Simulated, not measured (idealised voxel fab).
process module | voxel trench capacitor
cross-section cut | 185 nm wide | cells 5 nm
A cross-section is a grid of square cells, given in bands from the top down. A band is one or more rows of cells.
Each band's line starts with the height of the band's top and of its bottom, in nm. Then come its materials from left to right, each with its width in nm. One material with "throughout" fills the band from edge to edge. "air" is empty space.
Height 0 is the level under which the wafer as received is all one material. The lowest band goes on downwards, as in "0 down".
A width such as "30 to 40" changes by the same amount from each row of cells to the next, from the band's top row to its bottom row.
"no change" after a step means that no cell of the cross-section changed.
closed voids: empty space of 8 cells or more with no open way to the top, each as width x height at its distance from the left edge, in nm
after a step's settings: what the simulator itself notes on the step
overlay nm, on a step with a mask: how far to the right of its planned place the mask lay; to the left if negative
plan
1 op RECEIVE | material Si
2 op CONFORMAL_DEP | material SiN | thk nm 10
3 op DIRECTIONAL_DEP | material aC | thk nm 15
4 op PATTERN | tone open | mask id TRENCH | material resist | width nm 25 | pitch nm 50 | thk nm 30 | overlay nm -15
5 op DIRECTIONAL_ETCH | etch materials aC | depth nm 15
6 op STRIP | etch materials resist
7 op DIRECTIONAL_ETCH | etch materials SiN | depth nm 10
8 op DIRECTIONAL_ETCH | etch materials Si | depth nm 35
9 op STRIP | etch materials aC
10 op CONFORMAL_DEP | material Al2O3 | thk nm 5
11 op CONFORMAL_DEP | material TiN | thk nm 5
12 op FILL_DEP | material W | thk nm 10
13 op CMP | height nm 10
varied across the wafers: overlay nm of step 4. The plan shows the first wafer's value. All wafers start alike
first wafer as received, after step 1
  0 down: Si throughout
  closed voids: none
first wafer at the end, after step 13
  10 to 0: SiN 40 | Al2O3 5 | TiN 5 | W 5 | TiN 5 | Al2O3 5 | SiN 25 | Al2O3 5 | TiN 5 | W 5 | TiN 5 | Al2O3 5 | SiN 70
  0 to -25: Si 40 | Al2O3 5 | TiN 5 | W 5 | TiN 5 | Al2O3 5 | Si 25 | Al2O3 5 | TiN 5 | W 5 | TiN 5 | Al2O3 5 | Si 70
  -25 to -30: Si 40 | Al2O3 5 | TiN 15 | Al2O3 5 | Si 25 | Al2O3 5 | TiN 15 | Al2O3 5 | Si 70
  -30 to -35: Si 40 | Al2O3 25 | Si 25 | Al2O3 25 | Si 70
  -35 down: Si throughout
  closed voids: none
last wafer at the end
  10 to 0: SiN 70 | Al2O3 5 | TiN 5 | W 5 | TiN 5 | Al2O3 5 | SiN 25 | Al2O3 5 | TiN 5 | W 5 | TiN 5 | Al2O3 5 | SiN 40
  0 to -25: Si 70 | Al2O3 5 | TiN 5 | W 5 | TiN 5 | Al2O3 5 | Si 25 | Al2O3 5 | TiN 5 | W 5 | TiN 5 | Al2O3 5 | Si 40
  -25 to -30: Si 70 | Al2O3 5 | TiN 15 | Al2O3 5 | Si 25 | Al2O3 5 | TiN 15 | Al2O3 5 | Si 40
  -30 to -35: Si 70 | Al2O3 25 | Si 25 | Al2O3 25 | Si 40
  -35 down: Si throughout
  closed voids: none
each wafer at the end: cells of each material gained (+) or lost (-) since it was received, then its closed voids
overlay nm -15 | +42 Al2O3 | -70 Si | +54 SiN | +34 TiN | +14 W | closed voids: none
overlay nm -10 | +42 Al2O3 | -70 Si | +54 SiN | +34 TiN | +14 W | closed voids: none
overlay nm -5 | +42 Al2O3 | -70 Si | +54 SiN | +34 TiN | +14 W | closed voids: none
overlay nm 0 | +42 Al2O3 | -70 Si | +54 SiN | +34 TiN | +14 W | closed voids: none
overlay nm 5 | +42 Al2O3 | -70 Si | +54 SiN | +34 TiN | +14 W | closed voids: none
overlay nm 10 | +42 Al2O3 | -70 Si | +54 SiN | +34 TiN | +14 W | closed voids: none
overlay nm 15 | +42 Al2O3 | -70 Si | +54 SiN | +34 TiN | +14 W | closed voids: none
